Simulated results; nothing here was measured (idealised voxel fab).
process module | voxel air gaps
This is section cut - it's 275 nm across, gridded in 5 nm square cells.
Notation: cross-section as square-cell grid; stated in bands, top first, going down; one or more cell rows per band.
Basically the band line says how high the top is and how high the bottom is, in nm, and then what's in it from left to right, every material with its width in nm. Empty space shows up as "empty", and if a single material carries "throughout" it runs the full band edge to edge.
Heads up on the height convention: 0 is the point under which the incoming wafer is all one material, and the lowest band has no bottom, it just keeps going down, like "0 and below".
You'd read "30..40" like this: the band's top row of cells is as wide as the first number, its bottom row is as wide as the second, and going down, every row changes width by the same amount as the row before did.
It should be understood that the words "nothing different", when stated for a given step, signify that the cross-section underwent no change in any of its cells during that step.
So "Enclosed void listing" is basically the list of trapped voids: any empty space of 8 cells or more that can't reach the top through an opening. They're written width x height at distance, the distance being from the left edge, and it's all nm.
Anything after a step's settings on that line? It's the simulator's own note about the step.
"overlay nm" answers the question of how far to the right of plan the mask lay on a step that has a mask, and when it is negative the answer is to the left.
Each of the pairs that make up the rest of this document says: here is the cross-section before one process step, here is the cross-section after it, drawn only down to the lowest band that changed, and here, under the pair, is the step lying between them with its settings. Different pairs may come from different runs of this module on the same starting wafer, so a pair continues from the pair above it only where its entry headed "Preceding state" says so.

# Preceding state
	0 and below: Si throughout
	Enclosed void listing: none

# Section, Post-Step
	10 down to 0: SiO2 throughout
	No changes below 0.
	Enclosed void listing: none
Can you say which step sits between the two cross-sections above? CONFORMAL_DEP, material SiO2, thk nm 10

Preceding state: It is represented by the cross-section appearing after the step of the pair directly above.

# Section, Post-Step
	15 down to 10: SiCN throughout
	No changes below 10.
	Enclosed void listing: none
Can you say which step sits between the two cross-sections above? CONFORMAL_DEP, material SiCN, thk nm 5

Preceding state: It is represented by the cross-section appearing after the step of the pair directly above.

# Section, Post-Step
	50 down to 15: SiO2 throughout
	No changes below 15.
	Enclosed void listing: none
Can you say which step sits between the two cross-sections above? DIRECTIONAL_DEP, material SiO2, thk nm 35

Preceding state: It is represented by the cross-section appearing after the step of the pair directly above.

# Section, Post-Step
	70 down to 50: resist 75 nm, then empty 20 nm, then resist 30 nm, then empty 20 nm, then resist 30 nm, then empty 20 nm, then resist 80 nm
	No changes below 50.
	Enclosed void listing: none
Can you say which step sits between the two cross-sections above? PATTERN, tone open, mask id LINES, material resist, width nm 20, pitch nm 50, thk nm 20, overlay nm 0

Preceding state: It is represented by the cross-section appearing after the step of the pair directly above.

# Section, Post-Step
	70 down to 50: resist 75 nm, then empty 20 nm, then resist 30 nm, then empty 20 nm, then resist 30 nm, then empty 20 nm, then resist 80 nm
	50 down to 15: SiO2 75 nm, then empty 20 nm, then SiO2 30 nm, then empty 20 nm, then SiO2 30 nm, then empty 20 nm, then SiO2 80 nm
	No changes below 15.
	Enclosed void listing: none
Can you say which step sits between the two cross-sections above? DIRECTIONAL_ETCH, etch materials SiO2, depth nm 35

Preceding state: It is represented by the cross-section appearing after the step of the pair directly above.

# Section, Post-Step
	50 down to 15: SiO2 75 nm, then empty 20 nm, then SiO2 30 nm, then empty 20 nm, then SiO2 30 nm, then empty 20 nm, then SiO2 80 nm
	No changes below 15.
	Enclosed void listing: none
Can you say which step sits between the two cross-sections above? STRIP, etch materials resist

Preceding state: It is represented by the cross-section appearing after the step of the pair directly above.

# Section, Post-Step
	55 down to 50: TiN 80 nm, then empty 10 nm, then TiN 40 nm, then empty 10 nm, then TiN 40 nm, then empty 10 nm, then TiN 85 nm
	50 down to 20: SiO2 75 nm, then TiN 5 nm, then empty 10 nm, then TiN 5 nm, then SiO2 30 nm, then TiN 5 nm, then empty 10 nm, then TiN 5 nm, then SiO2 30 nm, then TiN 5 nm, then empty 10 nm, then TiN 5 nm, then SiO2 80 nm
	20 down to 15: SiO2 75 nm, then TiN 20 nm, then SiO2 30 nm, then TiN 20 nm, then SiO2 30 nm, then TiN 20 nm, then SiO2 80 nm
	No changes below 15.
	Enclosed void listing: none
Can you say which step sits between the two cross-sections above? CONFORMAL_DEP, material TiN, thk nm 5

Preceding state: It is represented by the cross-section appearing after the step of the pair directly above.

# Section, Post-Step
	65 down to 55: Cu throughout
	55 down to 50: TiN 80 nm, then Cu 10 nm, then TiN 40 nm, then Cu 10 nm, then TiN 40 nm, then Cu 10 nm, then TiN 85 nm
	50 down to 20: SiO2 75 nm, then TiN 5 nm, then Cu 10 nm, then TiN 5 nm, then SiO2 30 nm, then TiN 5 nm, then Cu 10 nm, then TiN 5 nm, then SiO2 30 nm, then TiN 5 nm, then Cu 10 nm, then TiN 5 nm, then SiO2 80 nm
	No changes below 20.
	Enclosed void listing: none
Can you say which step sits between the two cross-sections above? FILL_DEP, material Cu, thk nm 10

Preceding state: It is represented by the cross-section appearing after the step of the pair directly above.

# Section, Post-Step
	50 down to 20: SiO2 75 nm, then TiN 5 nm, then Cu 10 nm, then TiN 5 nm, then SiO2 30 nm, then TiN 5 nm, then Cu 10 nm, then TiN 5 nm, then SiO2 30 nm, then TiN 5 nm, then Cu 10 nm, then TiN 5 nm, then SiO2 80 nm
	No changes below 20.
	Enclosed void listing: none
Can you say which step sits between the two cross-sections above? CMP, height nm 50

Preceding state: It is represented by the cross-section appearing after the step of the pair directly above.

# Section, Post-Step
	60 down to 50: empty 65 nm, then Ru 40 nm, then empty 10 nm, then Ru 40 nm, then empty 10 nm, then Ru 40 nm, then empty 70 nm
	No changes below 50.
	Enclosed void listing: none
Can you say which step sits between the two cross-sections above? EPI, material Ru, thk nm 10

Preceding state: It is represented by the cross-section appearing after the step of the pair directly above.

# Section, Post-Step
	60 down to 50: empty 65 nm, then Ru 40 nm, then empty 10 nm, then Ru 40 nm, then empty 10 nm, then Ru 40 nm, then empty 70 nm
	50 down to 20: empty 75 nm, then TiN 5 nm, then Cu 10 nm, then TiN 5 nm, then empty 30 nm, then TiN 5 nm, then Cu 10 nm, then TiN 5 nm, then empty 30 nm, then TiN 5 nm, then Cu 10 nm, then TiN 5 nm, then empty 80 nm
	20 down to 15: empty 75 nm, then TiN 20 nm, then empty 30 nm, then TiN 20 nm, then empty 30 nm, then TiN 20 nm, then empty 80 nm
	No changes below 15.
	Enclosed void listing: none
Can you say which step sits between the two cross-sections above? SELECTIVE_ETCH, etch materials SiO2, depth nm 45

Preceding state: It is represented by the cross-section appearing after the step of the pair directly above.

# Section, Post-Step
	65 down to 60: empty 60 nm, then SiCN 150 nm, then empty 65 nm
	60 down to 50: empty 60 nm, then SiCN 5 nm, then Ru 40 nm, then SiCN 10 nm, then Ru 40 nm, then SiCN 10 nm, then Ru 40 nm, then SiCN 5 nm, then empty 65 nm
	50 down to 45: empty 60 nm, then SiCN 15 nm, then TiN 5 nm, then Cu 10 nm, then TiN 5 nm, then SiCN 30 nm, then TiN 5 nm, then Cu 10 nm, then TiN 5 nm, then SiCN 30 nm, then TiN 5 nm, then Cu 10 nm, then TiN 5 nm, then SiCN 15 nm, then empty 65 nm
	45 down to 20: empty 70 nm, then SiCN 5 nm, then TiN 5 nm, then Cu 10 nm, then TiN 5 nm, then SiCN 5 nm, then empty 20 nm, then SiCN 5 nm, then TiN 5 nm, then Cu 10 nm, then TiN 5 nm, then SiCN 5 nm, then empty 20 nm, then SiCN 5 nm, then TiN 5 nm, then Cu 10 nm, then TiN 5 nm, then SiCN 5 nm, then empty 75 nm
	20 down to 15: SiCN 75 nm, then TiN 20 nm, then SiCN 30 nm, then TiN 20 nm, then SiCN 30 nm, then TiN 20 nm, then SiCN 80 nm
	No changes below 15.
	Enclosed void listing: 20 x 25 at 100; 20 x 25 at 150
Can you say which step sits between the two cross-sections above? CONFORMAL_DEP, material SiCN, thk nm 5

# Preceding state
	10 down to 0: SiO2 throughout
	0 and below: Si throughout
	Enclosed void listing: none

# Section, Post-Step
	45 down to 0: SiO2 throughout
	No changes below 0.
	Enclosed void listing: none
Can you say which step sits between the two cross-sections above? DIRECTIONAL_DEP, material SiO2, thk nm 35

Preceding state: It is represented by the cross-section appearing after the step of the pair directly above.

# Section, Post-Step
	65 down to 45: resist 75 nm, then empty 20 nm, then resist 30 nm, then empty 20 nm, then resist 30 nm, then empty 20 nm, then resist 80 nm
	No changes below 45.
	Enclosed void listing: none
Can you say which step sits between the two cross-sections above? PATTERN, tone open, mask id LINES, material resist, width nm 20, pitch nm 50, thk nm 20, overlay nm 0

Preceding state: It is represented by the cross-section appearing after the step of the pair directly above.

# Section, Post-Step
	65 down to 45: resist 75 nm, then empty 20 nm, then resist 30 nm, then empty 20 nm, then resist 30 nm, then empty 20 nm, then resist 80 nm
	45 down to 10: SiO2 75 nm, then empty 20 nm, then SiO2 30 nm, then empty 20 nm, then SiO2 30 nm, then empty 20 nm, then SiO2 80 nm
	No changes below 10.
	Enclosed void listing: none
Can you say which step sits between the two cross-sections above? DIRECTIONAL_ETCH, etch materials SiO2, depth nm 35

Preceding state: It is represented by the cross-section appearing after the step of the pair directly above.

# Section, Post-Step
	45 down to 10: SiO2 75 nm, then empty 20 nm, then SiO2 30 nm, then empty 20 nm, then SiO2 30 nm, then empty 20 nm, then SiO2 80 nm
	No changes below 10.
	Enclosed void listing: none
Can you say which step sits between the two cross-sections above? STRIP, etch materials resist

Preceding state: It is represented by the cross-section appearing after the step of the pair directly above.

# Section, Post-Step
	50 down to 45: TiN 80 nm, then empty 10 nm, then TiN 40 nm, then empty 10 nm, then TiN 40 nm, then empty 10 nm, then TiN 85 nm
	45 down to 15: SiO2 75 nm, then TiN 5 nm, then empty 10 nm, then TiN 5 nm, then SiO2 30 nm, then TiN 5 nm, then empty 10 nm, then TiN 5 nm, then SiO2 30 nm, then TiN 5 nm, then empty 10 nm, then TiN 5 nm, then SiO2 80 nm
	15 down to 10: SiO2 75 nm, then TiN 20 nm, then SiO2 30 nm, then TiN 20 nm, then SiO2 30 nm, then TiN 20 nm, then SiO2 80 nm
	No changes below 10.
	Enclosed void listing: none
Can you say which step sits between the two cross-sections above? CONFORMAL_DEP, material TiN, thk nm 5

Preceding state: It is represented by the cross-section appearing after the step of the pair directly above.

# Section, Post-Step
	60 down to 50: Cu throughout
	50 down to 45: TiN 80 nm, then Cu 10 nm, then TiN 40 nm, then Cu 10 nm, then TiN 40 nm, then Cu 10 nm, then TiN 85 nm
	45 down to 15: SiO2 75 nm, then TiN 5 nm, then Cu 10 nm, then TiN 5 nm, then SiO2 30 nm, then TiN 5 nm, then Cu 10 nm, then TiN 5 nm, then SiO2 30 nm, then TiN 5 nm, then Cu 10 nm, then TiN 5 nm, then SiO2 80 nm
	No changes below 15.
	Enclosed void listing: none
Can you say which step sits between the two cross-sections above? FILL_DEP, material Cu, thk nm 10

Preceding state: It is represented by the cross-section appearing after the step of the pair directly above.

# Section, Post-Step
	50 down to 45: TiN 80 nm, then Cu 10 nm, then TiN 40 nm, then Cu 10 nm, then TiN 40 nm, then Cu 10 nm, then TiN 85 nm
	No changes below 45.
	Enclosed void listing: none
Can you say which step sits between the two cross-sections above? CMP, height nm 50

Preceding state: It is represented by the cross-section appearing after the step of the pair directly above.

# Section, Post-Step
	60 down to 50: Ru throughout
	No changes below 50.
	Enclosed void listing: none
Can you say which step sits between the two cross-sections above? EPI, material Ru, thk nm 10

Preceding state: It is represented by the cross-section appearing after the step of the pair directly above.

# Section, Post-Step
	65 down to 60: SiCN throughout
	No changes below 60.
	Enclosed void listing: none
Can you say which step sits between the two cross-sections above? CONFORMAL_DEP, material SiCN, thk nm 5

# Preceding state
	60 down to 50: empty 65 nm, then Ru 40 nm, then empty 10 nm, then Ru 40 nm, then empty 10 nm, then Ru 40 nm, then empty 70 nm
	50 down to 20: SiO2 75 nm, then TiN 5 nm, then Cu 10 nm, then TiN 5 nm, then SiO2 30 nm, then TiN 5 nm, then Cu 10 nm, then TiN 5 nm, then SiO2 30 nm, then TiN 5 nm, then Cu 10 nm, then TiN 5 nm, then SiO2 80 nm
	20 down to 15: SiO2 75 nm, then TiN 20 nm, then SiO2 30 nm, then TiN 20 nm, then SiO2 30 nm, then TiN 20 nm, then SiO2 80 nm
	15 down to 10: SiCN throughout
	10 down to 0: SiO2 throughout
	0 and below: Si throughout
	Enclosed void listing: none

# Section, Post-Step
	70 down to 50: empty 55 nm, then Ru 160 nm, then empty 60 nm
	No changes below 50.
	Enclosed void listing: none
Can you say which step sits between the two cross-sections above? EPI, material Ru, thk nm 10

Preceding state: It is represented by the cross-section appearing after the step of the pair directly above.

# Section, Post-Step
	70 down to 50: empty 55 nm, then Ru 160 nm, then empty 60 nm
	50 down to 20: empty 75 nm, then TiN 5 nm, then Cu 10 nm, then TiN 5 nm, then SiO2 30 nm, then TiN 5 nm, then Cu 10 nm, then TiN 5 nm, then SiO2 30 nm, then TiN 5 nm, then Cu 10 nm, then TiN 5 nm, then empty 80 nm
	20 down to 15: empty 75 nm, then TiN 20 nm, then SiO2 30 nm, then TiN 20 nm, then SiO2 30 nm, then TiN 20 nm, then empty 80 nm
	No changes below 15.
	Enclosed void listing: none
Can you say which step sits between the two cross-sections above? SELECTIVE_ETCH, etch materials SiO2, depth nm 45

Preceding state: It is represented by the cross-section appearing after the step of the pair directly above.

# Section, Post-Step
	75 down to 70: empty 50 nm, then SiCN 170 nm, then empty 55 nm
	70 down to 50: empty 50 nm, then SiCN 5 nm, then Ru 160 nm, then SiCN 5 nm, then empty 55 nm
	50 down to 45: empty 50 nm, then SiCN 25 nm, then TiN 5 nm, then Cu 10 nm, then TiN 5 nm, then SiO2 30 nm, then TiN 5 nm, then Cu 10 nm, then TiN 5 nm, then SiO2 30 nm, then TiN 5 nm, then Cu 10 nm, then TiN 5 nm, then SiCN 25 nm, then empty 55 nm
	45 down to 20: empty 70 nm, then SiCN 5 nm, then TiN 5 nm, then Cu 10 nm, then TiN 5 nm, then SiO2 30 nm, then TiN 5 nm, then Cu 10 nm, then TiN 5 nm, then SiO2 30 nm, then TiN 5 nm, then Cu 10 nm, then TiN 5 nm, then SiCN 5 nm, then empty 75 nm
	20 down to 15: SiCN 75 nm, then TiN 20 nm, then SiO2 30 nm, then TiN 20 nm, then SiO2 30 nm, then TiN 20 nm, then SiCN 80 nm
	No changes below 15.
	Enclosed void listing: none
Can you say which step sits between the two cross-sections above? CONFORMAL_DEP, material SiCN, thk nm 5

# Preceding state
	50 down to 20: SiO2 75 nm, then TiN 5 nm, then Cu 10 nm, then TiN 5 nm, then SiO2 30 nm, then TiN 5 nm, then Cu 10 nm, then TiN 5 nm, then SiO2 30 nm, then TiN 5 nm, then Cu 10 nm, then TiN 5 nm, then SiO2 80 nm
	20 down to 15: SiO2 75 nm, then TiN 20 nm, then SiO2 30 nm, then TiN 20 nm, then SiO2 30 nm, then TiN 20 nm, then SiO2 80 nm
	15 down to 10: SiCN throughout
	10 down to 0: SiO2 throughout
	0 and below: Si throughout
	Enclosed void listing: none

# Section, Post-Step
	50 down to 20: empty 75 nm, then TiN 5 nm, then Cu 10 nm, then TiN 5 nm, then empty 30 nm, then TiN 5 nm, then Cu 10 nm, then TiN 5 nm, then empty 30 nm, then TiN 5 nm, then Cu 10 nm, then TiN 5 nm, then empty 80 nm
	20 down to 15: empty 75 nm, then TiN 20 nm, then empty 30 nm, then TiN 20 nm, then empty 30 nm, then TiN 20 nm, then empty 80 nm
	No changes below 15.
	Enclosed void listing: none
Can you say which step sits between the two cross-sections above? SELECTIVE_ETCH, etch materials SiO2, depth nm 45

Preceding state: It is represented by the cross-section appearing after the step of the pair directly above.

# Section, Post-Step
	60 down to 50: empty 65 nm, then Ru 40 nm, then empty 10 nm, then Ru 40 nm, then empty 10 nm, then Ru 40 nm, then empty 70 nm
	50 down to 20: empty 65 nm, then Ru 10 nm, then TiN 5 nm, then Cu 10 nm, then TiN 5 nm, then Ru 10 nm, then empty 10 nm, then Ru 10 nm, then TiN 5 nm, then Cu 10 nm, then TiN 5 nm, then Ru 10 nm, then empty 10 nm, then Ru 10 nm, then TiN 5 nm, then Cu 10 nm, then TiN 5 nm, then Ru 10 nm, then empty 70 nm
	20 down to 15: empty 65 nm, then Ru 10 nm, then TiN 20 nm, then Ru 10 nm, then empty 10 nm, then Ru 10 nm, then TiN 20 nm, then Ru 10 nm, then empty 10 nm, then Ru 10 nm, then TiN 20 nm, then Ru 10 nm, then empty 70 nm
	No changes below 15.
	Enclosed void listing: none
Can you say which step sits between the two cross-sections above? EPI, material Ru, thk nm 10

Preceding state: It is represented by the cross-section appearing after the step of the pair directly above.

# Section, Post-Step
	65 down to 60: empty 60 nm, then SiCN 150 nm, then empty 65 nm
	60 down to 50: empty 60 nm, then SiCN 5 nm, then Ru 40 nm, then SiCN 10 nm, then Ru 40 nm, then SiCN 10 nm, then Ru 40 nm, then SiCN 5 nm, then empty 65 nm
	50 down to 20: empty 60 nm, then SiCN 5 nm, then Ru 10 nm, then TiN 5 nm, then Cu 10 nm, then TiN 5 nm, then Ru 10 nm, then SiCN 10 nm, then Ru 10 nm, then TiN 5 nm, then Cu 10 nm, then TiN 5 nm, then Ru 10 nm, then SiCN 10 nm, then Ru 10 nm, then TiN 5 nm, then Cu 10 nm, then TiN 5 nm, then Ru 10 nm, then SiCN 5 nm, then empty 65 nm
	20 down to 15: SiCN 65 nm, then Ru 10 nm, then TiN 20 nm, then Ru 10 nm, then SiCN 10 nm, then Ru 10 nm, then TiN 20 nm, then Ru 10 nm, then SiCN 10 nm, then Ru 10 nm, then TiN 20 nm, then Ru 10 nm, then SiCN 70 nm
	No changes below 15.
	Enclosed void listing: none
Can you say which step sits between the two cross-sections above? CONFORMAL_DEP, material SiCN, thk nm 5

# Preceding state
	10 down to 0: SiO2 throughout
	0 and below: Si throughout
	Enclosed void listing: none

# Section, Post-Step
	25 down to 10: SiCN throughout
	No changes below 10.
	Enclosed void listing: none
Can you say which step sits between the two cross-sections above? CONFORMAL_DEP, material SiCN, thk nm 15

Preceding state: It is represented by the cross-section appearing after the step of the pair directly above.

# Section, Post-Step
	60 down to 25: SiO2 throughout
	No changes below 25.
	Enclosed void listing: none
Can you say which step sits between the two cross-sections above? DIRECTIONAL_DEP, material SiO2, thk nm 35

Preceding state: It is represented by the cross-section appearing after the step of the pair directly above.

# Section, Post-Step
	80 down to 60: resist 75 nm, then empty 20 nm, then resist 30 nm, then empty 20 nm, then resist 30 nm, then empty 20 nm, then resist 80 nm
	No changes below 60.
	Enclosed void listing: none
Can you say which step sits between the two cross-sections above? PATTERN, tone open, mask id LINES, material resist, width nm 20, pitch nm 50, thk nm 20, overlay nm 0

Preceding state: It is represented by the cross-section appearing after the step of the pair directly above.

# Section, Post-Step
	80 down to 60: resist 75 nm, then empty 20 nm, then resist 30 nm, then empty 20 nm, then resist 30 nm, then empty 20 nm, then resist 80 nm
	60 down to 25: SiO2 75 nm, then empty 20 nm, then SiO2 30 nm, then empty 20 nm, then SiO2 30 nm, then empty 20 nm, then SiO2 80 nm
	No changes below 25.
	Enclosed void listing: none
Can you say which step sits between the two cross-sections above? DIRECTIONAL_ETCH, etch materials SiO2, depth nm 35

Preceding state: It is represented by the cross-section appearing after the step of the pair directly above.

# Section, Post-Step
	60 down to 25: SiO2 75 nm, then empty 20 nm, then SiO2 30 nm, then empty 20 nm, then SiO2 30 nm, then empty 20 nm, then SiO2 80 nm
	No changes below 25.
	Enclosed void listing: none
Can you say which step sits between the two cross-sections above? STRIP, etch materials resist

Preceding state: It is represented by the cross-section appearing after the step of the pair directly above.

# Section, Post-Step
	65 down to 60: TiN 80 nm, then empty 10 nm, then TiN 40 nm, then empty 10 nm, then TiN 40 nm, then empty 10 nm, then TiN 85 nm
	60 down to 30: SiO2 75 nm, then TiN 5 nm, then empty 10 nm, then TiN 5 nm, then SiO2 30 nm, then TiN 5 nm, then empty 10 nm, then TiN 5 nm, then SiO2 30 nm, then TiN 5 nm, then empty 10 nm, then TiN 5 nm, then SiO2 80 nm
	30 down to 25: SiO2 75 nm, then TiN 20 nm, then SiO2 30 nm, then TiN 20 nm, then SiO2 30 nm, then TiN 20 nm, then SiO2 80 nm
	No changes below 25.
	Enclosed void listing: none
Can you say which step sits between the two cross-sections above? CONFORMAL_DEP, material TiN, thk nm 5

Preceding state: It is represented by the cross-section appearing after the step of the pair directly above.

# Section, Post-Step
	75 down to 65: Cu throughout
	65 down to 60: TiN 80 nm, then Cu 10 nm, then TiN 40 nm, then Cu 10 nm, then TiN 40 nm, then Cu 10 nm, then TiN 85 nm
	60 down to 30: SiO2 75 nm, then TiN 5 nm, then Cu 10 nm, then TiN 5 nm, then SiO2 30 nm, then TiN 5 nm, then Cu 10 nm, then TiN 5 nm, then SiO2 30 nm, then TiN 5 nm, then Cu 10 nm, then TiN 5 nm, then SiO2 80 nm
	No changes below 30.
	Enclosed void listing: none
Can you say which step sits between the two cross-sections above? FILL_DEP, material Cu, thk nm 10

Preceding state: It is represented by the cross-section appearing after the step of the pair directly above.

# Section, Post-Step
	50 down to 30: SiO2 75 nm, then TiN 5 nm, then Cu 10 nm, then TiN 5 nm, then SiO2 30 nm, then TiN 5 nm, then Cu 10 nm, then TiN 5 nm, then SiO2 30 nm, then TiN 5 nm, then Cu 10 nm, then TiN 5 nm, then SiO2 80 nm
	No changes below 30.
	Enclosed void listing: none
Can you say which step sits between the two cross-sections above? CMP, height nm 50

Preceding state: It is represented by the cross-section appearing after the step of the pair directly above.

# Section, Post-Step
	60 down to 50: empty 65 nm, then Ru 40 nm, then empty 10 nm, then Ru 40 nm, then empty 10 nm, then Ru 40 nm, then empty 70 nm
	No changes below 50.
	Enclosed void listing: none
Can you say which step sits between the two cross-sections above? EPI, material Ru, thk nm 10

Preceding state: It is represented by the cross-section appearing after the step of the pair directly above.

# Section, Post-Step
	60 down to 50: empty 65 nm, then Ru 40 nm, then empty 10 nm, then Ru 40 nm, then empty 10 nm, then Ru 40 nm, then empty 70 nm
	50 down to 30: empty 75 nm, then TiN 5 nm, then Cu 10 nm, then TiN 5 nm, then empty 30 nm, then TiN 5 nm, then Cu 10 nm, then TiN 5 nm, then empty 30 nm, then TiN 5 nm, then Cu 10 nm, then TiN 5 nm, then empty 80 nm
	30 down to 25: empty 75 nm, then TiN 20 nm, then empty 30 nm, then TiN 20 nm, then empty 30 nm, then TiN 20 nm, then empty 80 nm
	No changes below 25.
	Enclosed void listing: none
Can you say which step sits between the two cross-sections above? SELECTIVE_ETCH, etch materials SiO2, depth nm 45

Preceding state: It is represented by the cross-section appearing after the step of the pair directly above.

# Section, Post-Step
	65 down to 60: empty 60 nm, then SiCN 150 nm, then empty 65 nm
	60 down to 50: empty 60 nm, then SiCN 5 nm, then Ru 40 nm, then SiCN 10 nm, then Ru 40 nm, then SiCN 10 nm, then Ru 40 nm, then SiCN 5 nm, then empty 65 nm
	50 down to 45: empty 60 nm, then SiCN 15 nm, then TiN 5 nm, then Cu 10 nm, then TiN 5 nm, then SiCN 30 nm, then TiN 5 nm, then Cu 10 nm, then TiN 5 nm, then SiCN 30 nm, then TiN 5 nm, then Cu 10 nm, then TiN 5 nm, then SiCN 15 nm, then empty 65 nm
	45 down to 30: empty 70 nm, then SiCN 5 nm, then TiN 5 nm, then Cu 10 nm, then TiN 5 nm, then SiCN 5 nm, then empty 20 nm, then SiCN 5 nm, then TiN 5 nm, then Cu 10 nm, then TiN 5 nm, then SiCN 5 nm, then empty 20 nm, then SiCN 5 nm, then TiN 5 nm, then Cu 10 nm, then TiN 5 nm, then SiCN 5 nm, then empty 75 nm
	30 down to 25: SiCN 75 nm, then TiN 20 nm, then SiCN 30 nm, then TiN 20 nm, then SiCN 30 nm, then TiN 20 nm, then SiCN 80 nm
	No changes below 25.
	Enclosed void listing: 20 x 15 at 100; 20 x 15 at 150
Can you say which step sits between the two cross-sections above? CONFORMAL_DEP, material SiCN, thk nm 5

# Preceding state
	50 down to 15: SiO2 throughout
	15 down to 10: SiCN throughout
	10 down to 0: SiO2 throughout
	0 and below: Si throughout
	Enclosed void listing: none

# Section, Post-Step
	70 down to 50: resist 75 nm, then empty 25 nm, then resist 25 nm, then empty 25 nm, then resist 25 nm, then empty 25 nm, then resist 75 nm
	No changes below 50.
	Enclosed void listing: none
Can you say which step sits between the two cross-sections above? PATTERN, tone open, mask id LINES, material resist, width nm 25, pitch nm 50, thk nm 20, overlay nm 0

Preceding state: It is represented by the cross-section appearing after the step of the pair directly above.

# Section, Post-Step
	70 down to 50: resist 75 nm, then empty 25 nm, then resist 25 nm, then empty 25 nm, then resist 25 nm, then empty 25 nm, then resist 75 nm
	50 down to 15: SiO2 75 nm, then empty 25 nm, then SiO2 25 nm, then empty 25 nm, then SiO2 25 nm, then empty 25 nm, then SiO2 75 nm
	No changes below 15.
	Enclosed void listing: none
Can you say which step sits between the two cross-sections above? DIRECTIONAL_ETCH, etch materials SiO2, depth nm 35

Preceding state: It is represented by the cross-section appearing after the step of the pair directly above.

# Section, Post-Step
	50 down to 15: SiO2 75 nm, then empty 25 nm, then SiO2 25 nm, then empty 25 nm, then SiO2 25 nm, then empty 25 nm, then SiO2 75 nm
	No changes below 15.
	Enclosed void listing: none
Can you say which step sits between the two cross-sections above? STRIP, etch materials resist

Preceding state: It is represented by the cross-section appearing after the step of the pair directly above.

# Section, Post-Step
	55 down to 50: TiN 80 nm, then empty 15 nm, then TiN 35 nm, then empty 15 nm, then TiN 35 nm, then empty 15 nm, then TiN 80 nm
	50 down to 20: SiO2 75 nm, then TiN 5 nm, then empty 15 nm, then TiN 5 nm, then SiO2 25 nm, then TiN 5 nm, then empty 15 nm, then TiN 5 nm, then SiO2 25 nm, then TiN 5 nm, then empty 15 nm, then TiN 5 nm, then SiO2 75 nm
	20 down to 15: SiO2 75 nm, then TiN 25 nm, then SiO2 25 nm, then TiN 25 nm, then SiO2 25 nm, then TiN 25 nm, then SiO2 75 nm
	No changes below 15.
	Enclosed void listing: none
Can you say which step sits between the two cross-sections above? CONFORMAL_DEP, material TiN, thk nm 5

Preceding state: It is represented by the cross-section appearing after the step of the pair directly above.

# Section, Post-Step
	65 down to 55: Cu throughout
	55 down to 50: TiN 80 nm, then Cu 15 nm, then TiN 35 nm, then Cu 15 nm, then TiN 35 nm, then Cu 15 nm, then TiN 80 nm
	50 down to 20: SiO2 75 nm, then TiN 5 nm, then Cu 15 nm, then TiN 5 nm, then SiO2 25 nm, then TiN 5 nm, then Cu 15 nm, then TiN 5 nm, then SiO2 25 nm, then TiN 5 nm, then Cu 15 nm, then TiN 5 nm, then SiO2 75 nm
	No changes below 20.
	Enclosed void listing: none
Can you say which step sits between the two cross-sections above? FILL_DEP, material Cu, thk nm 10

Preceding state: It is represented by the cross-section appearing after the step of the pair directly above.

# Section, Post-Step
	50 down to 20: SiO2 75 nm, then TiN 5 nm, then Cu 15 nm, then TiN 5 nm, then SiO2 25 nm, then TiN 5 nm, then Cu 15 nm, then TiN 5 nm, then SiO2 25 nm, then TiN 5 nm, then Cu 15 nm, then TiN 5 nm, then SiO2 75 nm
	No changes below 20.
	Enclosed void listing: none
Can you say which step sits between the two cross-sections above? CMP, height nm 50

Preceding state: It is represented by the cross-section appearing after the step of the pair directly above.

# Section, Post-Step
	60 down to 50: empty 65 nm, then Ru 45 nm, then empty 5 nm, then Ru 45 nm, then empty 5 nm, then Ru 45 nm, then empty 65 nm
	No changes below 50.
	Enclosed void listing: none
Can you say which step sits between the two cross-sections above? EPI, material Ru, thk nm 10

Preceding state: It is represented by the cross-section appearing after the step of the pair directly above.

# Section, Post-Step
	60 down to 50: empty 65 nm, then Ru 45 nm, then empty 5 nm, then Ru 45 nm, then empty 5 nm, then Ru 45 nm, then empty 65 nm
	50 down to 20: empty 75 nm, then TiN 5 nm, then Cu 15 nm, then TiN 5 nm, then empty 25 nm, then TiN 5 nm, then Cu 15 nm, then TiN 5 nm, then empty 25 nm, then TiN 5 nm, then Cu 15 nm, then TiN 5 nm, then empty 75 nm
	20 down to 15: empty 75 nm, then TiN 25 nm, then empty 25 nm, then TiN 25 nm, then empty 25 nm, then TiN 25 nm, then empty 75 nm
	No changes below 15.
	Enclosed void listing: none
Can you say which step sits between the two cross-sections above? SELECTIVE_ETCH, etch materials SiO2, depth nm 45

Preceding state: It is represented by the cross-section appearing after the step of the pair directly above.

# Section, Post-Step
	65 down to 60: empty 60 nm, then SiCN 155 nm, then empty 60 nm
	60 down to 50: empty 60 nm, then SiCN 5 nm, then Ru 45 nm, then SiCN 5 nm, then Ru 45 nm, then SiCN 5 nm, then Ru 45 nm, then SiCN 5 nm, then empty 60 nm
	50 down to 45: empty 60 nm, then SiCN 15 nm, then TiN 5 nm, then Cu 15 nm, then TiN 5 nm, then SiCN 25 nm, then TiN 5 nm, then Cu 15 nm, then TiN 5 nm, then SiCN 25 nm, then TiN 5 nm, then Cu 15 nm, then TiN 5 nm, then SiCN 15 nm, then empty 60 nm
	45 down to 20: empty 70 nm, then SiCN 5 nm, then TiN 5 nm, then Cu 15 nm, then TiN 5 nm, then SiCN 5 nm, then empty 15 nm, then SiCN 5 nm, then TiN 5 nm, then Cu 15 nm, then TiN 5 nm, then SiCN 5 nm, then empty 15 nm, then SiCN 5 nm, then TiN 5 nm, then Cu 15 nm, then TiN 5 nm, then SiCN 5 nm, then empty 70 nm
	20 down to 15: SiCN 75 nm, then TiN 25 nm, then SiCN 25 nm, then TiN 25 nm, then SiCN 25 nm, then TiN 25 nm, then SiCN 75 nm
	No changes below 15.
	Enclosed void listing: 15 x 25 at 105; 15 x 25 at 155
Can you say which step sits between the two cross-sections above? CONFORMAL_DEP, material SiCN, thk nm 5

# Preceding state
	50 down to 15: SiO2 throughout
	15 down to 10: SiCN throughout
	10 down to 0: SiO2 throughout
	0 and below: Si throughout
	Enclosed void listing: none

# Section, Post-Step
	70 down to 50: resist 65 nm, then empty 20 nm, then resist 30 nm, then empty 20 nm, then resist 30 nm, then empty 20 nm, then resist 90 nm
	No changes below 50.
	Enclosed void listing: none
Can you say which step sits between the two cross-sections above? PATTERN, tone open, mask id LINES, material resist, width nm 20, pitch nm 50, thk nm 20, overlay nm -10
